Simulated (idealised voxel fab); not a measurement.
This section sets out a process module, namely voxel gate over fins.
Xsec cut, 280 nm wide, square cell size 5 nm.
We lay out every cross-section as a grid of square cells and spell it out in bands from the top down, where one band means one or more rows of cells. Band: top and bottom heights (nm) first, top before bottom; then materials from left to right, widths in nm. "throughout" marks a sole material filling the band edge to edge. "empty" denotes empty space. Where do heights start? At 0: under that level the wafer as delivered is made of one material only. And the lowest band has no floor; it just carries on downward, as in "0 and below". A two-number width, for instance "30..40", indicates that the width is equal to the first number in the top row of the band and to the second number in the bottom row, and that it changes by a constant amount per row of cells. Reading "same as before" for a step: not a cell of the cross-section changed in it. The entry titled "Enclosed void entries" provides the empty spaces that have no open way to the top, restricted to those of 8 cells or more. Each is presented as width x height at distance, the distance being measured from the left edge, with all three in nm. Whatever follows a step's settings on its line is a remark the simulator itself makes about that step. "overlay nm" denotes, for a step that has a mask, the displacement of the mask to the right of its planned place, with negative values corresponding to the left.

**Below is the list of planned process steps**
- 1: RECEIVE with material Si
- 2: CONFORMAL_DEP with material SiN, thk nm 10
- 3: DIRECTIONAL_DEP with material aC, thk nm 10
- 4: PATTERN with tone cover, mask id FINS, material resist, width nm 15, pitch nm 60, thk nm 30, overlay nm 0
- 5: DIRECTIONAL_ETCH with etch materials aC, depth nm 10
- 6: STRIP with etch materials resist
- 7: DIRECTIONAL_ETCH with etch materials SiN, depth nm 10
- 8: DIRECTIONAL_ETCH with etch materials Si, depth nm 35
- 9: STRIP with etch materials aC
- 10: FILL_DEP with material SiO2, thk nm 15
- 11: CMP with height nm 10
- 12: DIRECTIONAL_DEP with material aC, thk nm 10
- 13: PATTERN with tone open, mask id RAIL, material resist, width nm 15, thk nm 25, overlay nm 0
- 14: DIRECTIONAL_ETCH with etch materials aC, depth nm 10
- 15: STRIP with etch materials resist
- 16: DIRECTIONAL_ETCH with etch materials SiO2, depth nm 40
- 17: STRIP with etch materials aC
- 18: CONFORMAL_DEP with material TiN, thk nm 5
- 19: FILL_DEP with material W, thk nm 5
- 20: CMP with height nm 10
- 21: SELECTIVE_ETCH with etch materials W Ru TiN, depth nm 30
- 22: FILL_DEP with material SiO2, thk nm 5
- 23: CMP with height nm 10
- 24: SELECTIVE_ETCH with etch materials SiO2, depth nm 25
- 25: STRIP with etch materials SiN
- 26: CONFORMAL_DEP with material HfO2, thk nm 5
- 27: CONFORMAL_DEP with material TiN, thk nm 5
- 28: CONFORMAL_DEP with material TiAl, thk nm 5
- 29: CONFORMAL_DEP with material TiN, thk nm 5
- 30: FILL_DEP with material W, thk nm 10
- 31: CMP with height nm 25
- 32: CONFORMAL_DEP with material SiCN, thk nm 10

**Cross-section: wafer on arrival = after step 1**
	0 and below  Si throughout
	Enclosed void entries: none

**As-planned run: cross-section of the first of two wafers at end of module**
	35 down to 25  SiCN throughout
	25 down to 20  W throughout
	20 down to 15  W=20, then TiN=55, then W=5, then TiN=55, then W=5, then TiN=55, then W=5, then TiN=55, then W=25
	15 down to 10  W=20, then TiN=5, then TiAl=45, then TiN=5, then W=5, then TiN=5, then TiAl=45, then TiN=5, then W=5, then TiN=5, then TiAl=45, then TiN=5, then W=5, then TiN=5, then TiAl=45, then TiN=5, then W=25
	10 down to 5  W=20, then TiN=5, then TiAl=5, then TiN=35, then TiAl=5, then TiN=5, then W=5, then TiN=5, then TiAl=5, then TiN=35, then TiAl=5, then TiN=5, then W=5, then TiN=5, then TiAl=5, then TiN=35, then TiAl=5, then TiN=5, then W=5, then TiN=5, then TiAl=5, then TiN=35, then TiAl=5, then TiN=5, then W=25
	5 down to 0  TiN=25, then TiAl=5, then TiN=5, then HfO2=25, then TiN=5, then TiAl=5, then TiN=15, then TiAl=5, then TiN=5, then HfO2=25, then TiN=5, then TiAl=5, then TiN=15, then TiAl=5, then TiN=5, then HfO2=25, then TiN=5, then TiAl=5, then TiN=15, then TiAl=5, then TiN=5, then HfO2=25, then TiN=5, then TiAl=5, then TiN=30
	0 down to -5  TiAl=30, then TiN=5, then HfO2=5, then Si=15, then HfO2=5, then TiN=5, then TiAl=25, then TiN=5, then HfO2=5, then Si=15, then HfO2=5, then TiN=5, then TiAl=25, then TiN=5, then HfO2=5, then Si=15, then HfO2=5, then TiN=5, then TiAl=25, then TiN=5, then HfO2=5, then Si=15, then HfO2=5, then TiN=5, then TiAl=35
	-5 down to -10  TiN=35, then HfO2=5, then Si=15, then HfO2=5, then TiN=35, then HfO2=5, then Si=15, then HfO2=5, then TiN=35, then HfO2=5, then Si=15, then HfO2=5, then TiN=35, then HfO2=5, then Si=15, then HfO2=5, then TiN=40
	-10 down to -15  HfO2=40, then Si=15, then HfO2=45, then Si=15, then HfO2=45, then Si=15, then HfO2=45, then Si=15, then HfO2=45
	-15 down to -20  SiO2=40, then Si=15, then SiO2=45, then Si=15, then SiO2=45, then Si=15, then SiO2=45, then Si=15, then SiO2=45
	-20 down to -25  SiO2=40, then Si=15, then SiO2=15, then TiN=5, then W=5, then TiN=5, then SiO2=15, then Si=15, then SiO2=45, then Si=15, then SiO2=45, then Si=15, then SiO2=45
	-25 down to -30  SiO2=40, then Si=15, then SiO2=15, then TiN=15, then SiO2=15, then Si=15, then SiO2=45, then Si=15, then SiO2=45, then Si=15, then SiO2=45
	-30 down to -35  SiO2=40, then Si=15, then SiO2=45, then Si=15, then SiO2=45, then Si=15, then SiO2=45, then Si=15, then SiO2=45
	-35 and below  Si throughout
	Enclosed void entries: none

**Cross-sectional view of the second of two wafers upon completion of the module. This wafer shared its starting condition and process plan with the first; one error was made during its execution**
	35 down to 25  SiCN throughout
	25 down to 20  W throughout
	20 down to 15  W=20, then TiN=55, then W=5, then TiN=55, then W=5, then TiN=55, then W=5, then TiN=55, then W=25
	15 down to 10  W=20, then TiN=5, then TiAl=45, then TiN=5, then W=5, then TiN=5, then TiAl=45, then TiN=5, then W=5, then TiN=5, then TiAl=45, then TiN=5, then W=5, then TiN=5, then TiAl=45, then TiN=5, then W=25
	10 down to 5  W=20, then TiN=5, then TiAl=5, then TiN=35, then TiAl=5, then TiN=5, then W=5, then TiN=5, then TiAl=5, then TiN=35, then TiAl=5, then TiN=5, then W=5, then TiN=5, then TiAl=5, then TiN=35, then TiAl=5, then TiN=5, then W=5, then TiN=5, then TiAl=5, then TiN=35, then TiAl=5, then TiN=5, then W=25
	5 down to 0  TiN=25, then TiAl=5, then TiN=5, then HfO2=25, then TiN=5, then TiAl=5, then TiN=15, then TiAl=5, then TiN=5, then HfO2=25, then TiN=5, then TiAl=5, then TiN=15, then TiAl=5, then TiN=5, then HfO2=25, then TiN=5, then TiAl=5, then TiN=15, then TiAl=5, then TiN=5, then HfO2=25, then TiN=5, then TiAl=5, then TiN=30
	0 down to -5  TiAl=30, then TiN=5, then HfO2=5, then Si=15, then HfO2=5, then TiN=5, then TiAl=25, then TiN=5, then HfO2=5, then Si=15, then HfO2=5, then TiN=5, then TiAl=25, then TiN=5, then HfO2=5, then Si=15, then HfO2=5, then TiN=5, then TiAl=25, then TiN=5, then HfO2=5, then Si=15, then HfO2=5, then TiN=5, then TiAl=35
	-5 down to -10  TiN=35, then HfO2=5, then Si=15, then HfO2=5, then TiN=35, then HfO2=5, then Si=15, then HfO2=5, then TiN=35, then HfO2=5, then Si=15, then HfO2=5, then TiN=35, then HfO2=5, then Si=15, then HfO2=5, then TiN=40
	-10 down to -15  HfO2=40, then Si=15, then HfO2=45, then Si=15, then HfO2=45, then Si=15, then HfO2=45, then Si=15, then HfO2=45
	-15 down to -20  SiO2=40, then Si=15, then SiO2=45, then Si=15, then SiO2=45, then Si=15, then SiO2=45, then Si=15, then SiO2=45
	-20 down to -25  SiO2=40, then Si=15, then SiO2=15, then TiN=5, then W=5, then TiN=5, then SiO2=15, then Si=15, then SiO2=45, then Si=15, then SiO2=45, then Si=15, then SiO2=45
	-25 down to -30  SiO2=40, then Si=15, then SiO2=15, then TiN=15, then SiO2=15, then Si=15, then SiO2=45, then Si=15, then SiO2=45, then Si=15, then SiO2=45
	-30 down to -70  SiO2=40, then Si=15, then SiO2=45, then Si=15, then SiO2=45, then Si=15, then SiO2=45, then Si=15, then SiO2=45
	-70 and below  Si throughout
	Enclosed void entries: none
Misprocessing identified: the plan had its step 8 run twice
The second wafer ends with more or fewer cells of some materials than the first, per final count: Si: 308 fewer; SiO2: 308 more
